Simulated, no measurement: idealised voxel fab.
process module | voxel ribs on slabs
cross-section cut | 280 nm wide | cells 5 nm
A cross-section is a grid of square cells, given in bands from the top down. A band is one or more rows of cells.
Each band's line starts with the height of the band's top and of its bottom, in nm. Then come its materials from left to right, each with its width in nm. One material with "throughout" fills the band from edge to edge. "air" is empty space.
Height 0 is the level under which the wafer as received is all one material. The lowest band goes on downwards, as in "0 down".
A width such as "30 to 40" changes by the same amount from each row of cells to the next, from the band's top row to its bottom row.
"no change" after a step means that no cell of the cross-section changed.
closed voids: empty space of 8 cells or more with no open way to the top, each as width x height at its distance from the left edge, in nm
after a step's settings: what the simulator itself notes on the step
overlay nm, on a step with a mask: how far to the right of its planned place the mask lay; to the left if negative
plan
1 op RECEIVE | material Si
2 op DIRECTIONAL_DEP | material SiO2 | thk nm 30
3 op DIRECTIONAL_DEP | material polySi | thk nm 20
4 op DIRECTIONAL_DEP | material aC | thk nm 15
5 op PATTERN | tone cover | mask id RIB | material resist | width nm 30 | thk nm 30 | overlay nm 0
6 op DIRECTIONAL_ETCH | etch materials aC | depth nm 15
7 op STRIP | etch materials resist
8 op DIRECTIONAL_ETCH | etch materials polySi | depth nm 15
9 op STRIP | etch materials aC
10 op DIRECTIONAL_DEP | material aC | thk nm 15
11 op PATTERN | tone cover | mask id SLAB | material resist | width nm 70 | thk nm 30 | overlay nm 0
12 op DIRECTIONAL_ETCH | etch materials aC | depth nm 15
13 op STRIP | etch materials resist
14 op DIRECTIONAL_ETCH | etch materials polySi | depth nm 5
15 op STRIP | etch materials aC
16 op FILL_DEP | material SiO2 | thk nm 30
17 op CMP | height nm 70
18 op DIRECTIONAL_DEP | material TiN | thk nm 10
19 op DIRECTIONAL_DEP | material aC | thk nm 15
20 op PATTERN | tone cover | mask id HEATER | material resist | width nm 40 | thk nm 35 | overlay nm 0
21 op DIRECTIONAL_ETCH | etch materials aC | depth nm 15
22 op STRIP | etch materials resist
23 op DIRECTIONAL_ETCH | etch materials TiN | depth nm 10
24 op STRIP | etch materials aC
25 op CONFORMAL_DEP | material SiO2 | thk nm 5
first wafer, as planned
as received, after step 1
  0 down: Si throughout
  closed voids: none
after step 2
  30 to 0: SiO2 throughout
  below 0: unchanged
after step 3
  50 to 30: polySi throughout
  below 30: unchanged
after step 4
  65 to 50: aC throughout
  below 50: unchanged
after step 5
  95 to 65: air 125 | resist 30 | air 125
  below 65: unchanged
after step 6
  80 to 65: air 125 | resist 30 | air 125
  65 to 50: air 125 | aC 30 | air 125
  below 50: unchanged
after step 7
  65 to 50: air 125 | aC 30 | air 125
  below 50: unchanged
after step 8
  65 to 50: air 125 | aC 30 | air 125
  50 to 35: air 125 | polySi 30 | air 125
  below 35: unchanged
after step 9
  50 to 35: air 125 | polySi 30 | air 125
  below 35: unchanged
after step 10
  65 to 50: air 125 | aC 30 | air 125
  50 to 35: aC 125 | polySi 30 | aC 125
  below 35: unchanged
after step 11
  95 to 65: air 105 | resist 70 | air 105
  65 to 50: air 105 | resist 20 | aC 30 | resist 20 | air 105
  below 50: unchanged
after step 12
  80 to 65: air 105 | resist 70 | air 105
  65 to 50: air 105 | resist 20 | aC 30 | resist 20 | air 105
  50 to 35: air 105 | aC 20 | polySi 30 | aC 20 | air 105
  below 35: unchanged
after step 13
  65 to 50: air 125 | aC 30 | air 125
  below 50: unchanged
after step 14
  65 to 50: air 125 | aC 30 | air 125
  50 to 35: air 105 | aC 20 | polySi 30 | aC 20 | air 105
  35 to 30: air 105 | polySi 70 | air 105
  below 30: unchanged
after step 15
  50 to 35: air 125 | polySi 30 | air 125
  below 35: unchanged
after step 16
  80 to 50: SiO2 throughout
  50 to 35: SiO2 125 | polySi 30 | SiO2 125
  35 to 30: SiO2 105 | polySi 70 | SiO2 105
  below 30: unchanged
after step 17
  70 to 50: SiO2 throughout
  below 50: unchanged
after step 18
  80 to 70: TiN throughout
  below 70: unchanged
after step 19
  95 to 80: aC throughout
  below 80: unchanged
after step 20
  130 to 95: air 120 | resist 40 | air 120
  below 95: unchanged
after step 21
  115 to 95: air 120 | resist 40 | air 120
  95 to 80: air 120 | aC 40 | air 120
  below 80: unchanged
after step 22
  95 to 80: air 120 | aC 40 | air 120
  below 80: unchanged
after step 23
  95 to 80: air 120 | aC 40 | air 120
  80 to 70: air 120 | TiN 40 | air 120
  below 70: unchanged
after step 24
  80 to 70: air 120 | TiN 40 | air 120
  below 70: unchanged
after step 25
  85 to 80: air 115 | SiO2 50 | air 115
  80 to 75: air 115 | SiO2 5 | TiN 40 | SiO2 5 | air 115
  75 to 70: SiO2 120 | TiN 40 | SiO2 120
  below 70: unchanged
second wafer: like start, like plan, one mistake. Through step 15 it matches the first wafer
when step 16 should have ended
  80 to 50: TiN throughout
  50 to 35: TiN 125 | polySi 30 | TiN 125
  35 to 30: TiN 105 | polySi 70 | TiN 105
  below 30: unchanged
when step 17 should have ended
  70 to 50: TiN throughout
  below 50: unchanged
when step 18 should have ended
  80 to 50: TiN throughout
  below 50: unchanged
when step 19 should have ended
  95 to 80: aC throughout
  below 80: unchanged
when step 20 should have ended
  130 to 95: air 120 | resist 40 | air 120
  below 95: unchanged
when step 21 should have ended
  115 to 95: air 120 | resist 40 | air 120
  95 to 80: air 120 | aC 40 | air 120
  below 80: unchanged
when step 22 should have ended
  95 to 80: air 120 | aC 40 | air 120
  below 80: unchanged
when step 23 should have ended
  95 to 80: air 120 | aC 40 | air 120
  80 to 70: air 120 | TiN 40 | air 120
  below 70: unchanged
when step 24 should have ended
  80 to 70: air 120 | TiN 40 | air 120
  below 70: unchanged
when step 25 should have ended
  85 to 80: air 115 | SiO2 50 | air 115
  80 to 75: air 115 | SiO2 5 | TiN 40 | SiO2 5 | air 115
  75 to 70: SiO2 120 | TiN 40 | SiO2 120
  below 70: unchanged
what went wrong: step 16 ran as: op FILL_DEP | material TiN | thk nm 30
at the end the second wafer has, in cells: 416 fewer of SiO2 | 416 more of TiN
